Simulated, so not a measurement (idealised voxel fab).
process module | voxel wiring stack
cross-section cut | 225 nm wide | cells 5 nm
A cross-section is a grid of square cells, given in bands from the top down. A band is one or more rows of cells.
Each band's line starts with the height of the band's top and of its bottom, in nm. Then come its materials from left to right, each with its width in nm. One material with "throughout" fills the band from edge to edge. "air" is empty space.
Height 0 is the level under which the wafer as received is all one material. The lowest band goes on downwards, as in "0 down".
A width such as "30 to 40" changes by the same amount from each row of cells to the next, from the band's top row to its bottom row.
"no change" after a step means that no cell of the cross-section changed.
closed voids: empty space of 8 cells or more with no open way to the top, each as width x height at its distance from the left edge, in nm
after a step's settings: what the simulator itself notes on the step
overlay nm, on a step with a mask: how far to the right of its planned place the mask lay; to the left if negative
plan
1 op RECEIVE | material Si
2 op CONFORMAL_DEP | material SiO2 | thk nm 10
3 op CONFORMAL_DEP | material SiCN | thk nm 5
4 op DIRECTIONAL_DEP | material SiO2 | thk nm 15
5 op MASKED_ETCH | tone open | mask id METAL_1 | width nm 25 | pitch nm 45 | etch materials SiO2 | depth nm 25 | overlay nm 0
6 op MASKED_ETCH | tone open | mask id METAL_1 | width nm 25 | pitch nm 45 | etch materials SiCN | depth nm 5 | overlay nm 0
7 op CONFORMAL_DEP | material TiN | thk nm 5
8 op FILL_DEP | material Ru | thk nm 5
9 op CMP | height nm 40
10 op CONFORMAL_DEP | material SiCN | thk nm 5
11 op DIRECTIONAL_DEP | material lowk | thk nm 30
12 op PATTERN | tone open | mask id METAL_2_HOLES | material resist | width nm 15 | thk nm 20 | overlay nm 0
13 op DIRECTIONAL_ETCH | etch materials lowk | depth nm 30
14 op STRIP | etch materials resist
15 op PATTERN | tone open | mask id METAL_2 | material resist | width nm 25 | pitch nm 45 | thk nm 15 | overlay nm 0
16 op DIRECTIONAL_ETCH | etch materials lowk | depth nm 15
17 op DIRECTIONAL_ETCH | etch materials SiCN | depth nm 5
18 op STRIP | etch materials resist
19 op CONFORMAL_DEP | material TiN | thk nm 5
20 op FILL_DEP | material Cu | thk nm 5
21 op CMP | height nm 75
22 op CONFORMAL_DEP | material SiCN | thk nm 5
23 op DIRECTIONAL_DEP | material SiO2 | thk nm 20
24 op PATTERN | tone open | mask id PLUG_2 | material resist | width nm 15 | pitch nm 45 | thk nm 20 | overlay nm 0
25 op DIRECTIONAL_ETCH | etch materials SiO2 | depth nm 20
26 op DIRECTIONAL_ETCH | etch materials SiCN | depth nm 5
27 op STRIP | etch materials resist
28 op EPI | material Ru | thk nm 10
29 op EPI | material Ru | thk nm 10
30 op EPI | material Ru | thk nm 5
31 op DIRECTIONAL_DEP | material TiN | thk nm 5
32 op DIRECTIONAL_DEP | material Ru | thk nm 20
33 op DIRECTIONAL_DEP | material aC | thk nm 15
34 op PATTERN | tone cover | mask id METAL_3 | material resist | width nm 25 | pitch nm 45 | thk nm 30 | overlay nm 0
35 op DIRECTIONAL_ETCH | etch materials aC | depth nm 15
36 op STRIP | etch materials resist
37 op DIRECTIONAL_ETCH | etch materials Ru | depth nm 20
38 op DIRECTIONAL_ETCH | etch materials TiN | depth nm 5
39 op STRIP | etch materials aC
40 op FILL_DEP | material SiO2 | thk nm 10
41 op CMP | height nm 125
42 op CONFORMAL_DEP | material SiCN | thk nm 5
varied across the wafers: thk nm of step 4. The plan shows the first wafer's value. All wafers start alike
first wafer as received, after step 1
  0 down: Si throughout
  closed voids: none
each wafer at the end: cells of each material gained (+) or lost (-) since it was received, then its closed voids
thk nm 15 | +16 Cu | +139 Ru | +161 SiCN | +526 SiO2 | +97 TiN | +231 lowk | closed voids: none
thk nm 20 | +16 Cu | +100 Ru | +161 SiCN | +561 SiO2 | +101 TiN | +231 lowk | closed voids: none
thk nm 25 | +16 Cu | +100 Ru | +161 SiCN | +596 SiO2 | +66 TiN | +231 lowk | closed voids: none
thk nm 30 | +16 Cu | +88 Ru | +171 SiCN | +606 SiO2 | +58 TiN | +231 lowk | closed voids: none
thk nm 35 | +16 Cu | +82 Ru | +171 SiCN | +616 SiO2 | +54 TiN | +231 lowk | closed voids: none
thk nm 40 | +16 Cu | +76 Ru | +171 SiCN | +626 SiO2 | +50 TiN | +231 lowk | closed voids: none
